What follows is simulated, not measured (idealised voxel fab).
process module | voxel self aligned vias
cross-section cut | 180 nm wide | cells 5 nm
A cross-section is a grid of square cells, given in bands from the top down. A band is one or more rows of cells.
Each band's line starts with the height of the band's top and of its bottom, in nm. Then come its materials from left to right, each with its width in nm. One material with "throughout" fills the band from edge to edge. "air" is empty space.
Height 0 is the level under which the wafer as received is all one material. The lowest band goes on downwards, as in "0 down".
A width such as "30 to 40" changes by the same amount from each row of cells to the next, from the band's top row to its bottom row.
"no change" after a step means that no cell of the cross-section changed.
closed voids: empty space of 8 cells or more with no open way to the top, each as width x height at its distance from the left edge, in nm
after a step's settings: what the simulator itself notes on the step
overlay nm, on a step with a mask: how far to the right of its planned place the mask lay; to the left if negative
plan
1 op RECEIVE | material Si
2 op CONFORMAL_DEP | material SiO2 | thk nm 10
3 op CONFORMAL_DEP | material SiCN | thk nm 5
4 op DIRECTIONAL_DEP | material lowk | thk nm 25
5 op MASKED_ETCH | tone open | mask id LINES | width nm 30 | pitch nm 75 | etch materials lowk | depth nm 25 | overlay nm 0
6 op CONFORMAL_DEP | material TiN | thk nm 5
7 op FILL_DEP | material Ru | thk nm 5
8 op CMP | height nm 40
9 op SELECTIVE_ETCH | etch materials W Ru TiN | depth nm 5
10 op FILL_DEP | material SiN | thk nm 5
11 op CMP | height nm 40
12 op DIRECTIONAL_DEP | material lowk | thk nm 20
13 op DIRECTIONAL_DEP | material aC | thk nm 15
14 op PATTERN | tone open | mask id VIAS | material resist | width nm 50 | pitch nm 75 | thk nm 30 | overlay nm 0
15 op DIRECTIONAL_ETCH | etch materials aC | depth nm 15
16 op STRIP | etch materials resist
17 op DIRECTIONAL_ETCH | etch materials lowk | depth nm 20
18 op DIRECTIONAL_ETCH | etch materials SiN | depth nm 5
19 op STRIP | etch materials aC
20 op CONFORMAL_DEP | material TiN | thk nm 5
21 op FILL_DEP | material Ru | thk nm 5
22 op CMP | height nm 60
23 op CONFORMAL_DEP | material SiN | thk nm 5
as received, after step 1
  0 down: Si throughout
  closed voids: none
a wafer at the end: this start, this plan, one mistake
  65 to 60: SiN throughout
  60 to 40: lowk 25 | TiN 5 | Ru 40 | TiN 5 | lowk 25 | TiN 5 | Ru 40 | TiN 5 | lowk 30
  40 to 35: lowk 25 | TiN 50 | lowk 25 | TiN 50 | lowk 30
  35 to 30: lowk 25 | TiN 15 | Ru 20 | TiN 15 | lowk 25 | TiN 15 | Ru 20 | TiN 15 | lowk 30
  30 to 20: lowk 35 | TiN 5 | Ru 20 | TiN 5 | lowk 45 | TiN 5 | Ru 20 | TiN 5 | lowk 40
  20 to 15: lowk 35 | TiN 30 | lowk 45 | TiN 30 | lowk 40
  15 to 10: SiCN throughout
  10 to 0: SiO2 throughout
  0 down: Si throughout
  closed voids: none
what went wrong: step 17 ran as: op DIRECTIONAL_ETCH | etch materials lowk | depth nm 30
